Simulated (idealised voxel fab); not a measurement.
The process module presented herein is designated voxel ribs on slabs.
Square cells of 5 nm make up the cross-section cut, whose width is 200 nm.
Cross-section = grid of square cells, listed top down in bands; band = one or more rows.
Within each band entry, the heights of the top and of the bottom of the band appear first, in that order and in nm; the materials of the band then follow from left to right, each with its corresponding width in nm. The designation "edge to edge" on a single material indicates that it fills the band from edge to edge; the designation "air" indicates empty space.
Height datum 0, below which the as-received substrate wafer is one material. Lowest band open at the bottom, running downward: "0 nm and below".
Width spec "30 to 40" -> top row of cells at first value, bottom row at second value, equal per-row change in between.
Step marked "no change occurred"? Then no cell in the cross-section changed in it.
Basically, "Closed cavities" tells you about the enclosed voids: empty spaces with no open way to the top, 8 cells or bigger, each written width x height at distance, where distance is from the left edge, all in nm.
If you see something after the settings on a step's line, that's the simulator's own remark about that step.
On any step carrying a mask, the "overlay nm" setting, if present on the step's line, tells how far right of its planned place the mask lay; negative values point to the left.

## These are the steps we planned for the process
- 1: op RECEIVE | material Si
- 2: op DIRECTIONAL_DEP | material SiO2 | thk nm 30
- 3: op DIRECTIONAL_DEP | material polySi | thk nm 15
- 4: op MASKED_ETCH | tone cover | mask id RIB | width nm 15 | etch materials polySi | depth nm 10 | overlay nm 0
- 5: op PATTERN | tone cover | mask id SLAB | material resist | width nm 55 | thk nm 15 | overlay nm 0
- 6: op DIRECTIONAL_ETCH | etch materials polySi | depth nm 5
- 7: op STRIP | etch materials resist
- 8: op FILL_DEP | material SiO2 | thk nm 20
- 9: op CMP | height nm 55
- 10: op DIRECTIONAL_DEP | material W | thk nm 5
- 11: op MASKED_ETCH | tone cover | mask id HEATER | width nm 25 | etch materials W | depth nm 5 | overlay nm 0
- 12: op CONFORMAL_DEP | material SiN | thk nm 5

## Received-state cross-section, reflecting completion of step 1
	0 nm and below = Si edge to edge
	Closed cavities: none

## First wafer of two, sectioned at end of module; run went per plan
	65 nm to 60 nm = 80 air, then 35 SiN, then 85 air
	60 nm to 55 nm = 85 SiN, then 25 W, then 90 SiN
	55 nm to 45 nm = SiO2 edge to edge
	45 nm to 35 nm = 90 SiO2, then 15 polySi, then 95 SiO2
	35 nm to 30 nm = 70 SiO2, then 55 polySi, then 75 SiO2
	30 nm to 0 nm = SiO2 edge to edge
	0 nm and below = Si edge to edge
	Closed cavities: none

## Cross-section, second wafer: same start as the first, same plan as the first, one mistake in running it; taken at the end of the module
	65 nm to 60 nm = 80 air, then 35 SiN, then 85 air
	60 nm to 55 nm = 85 SiN, then 25 W, then 90 SiN
	55 nm to 45 nm = SiO2 edge to edge
	45 nm to 35 nm = 80 SiO2, then 15 polySi, then 105 SiO2
	35 nm to 30 nm = 70 SiO2, then 55 polySi, then 75 SiO2
	30 nm to 0 nm = SiO2 edge to edge
	0 nm and below = Si edge to edge
	Closed cavities: none
Nonconformance to the process plan: contrary to plan, step 4 was performed as op MASKED_ETCH | tone cover | mask id RIB | width nm 15 | etch materials polySi | depth nm 10 | overlay nm -10
Matching per-material cell counts, mismatched positions: that is how the second wafer compares with the first at the end.
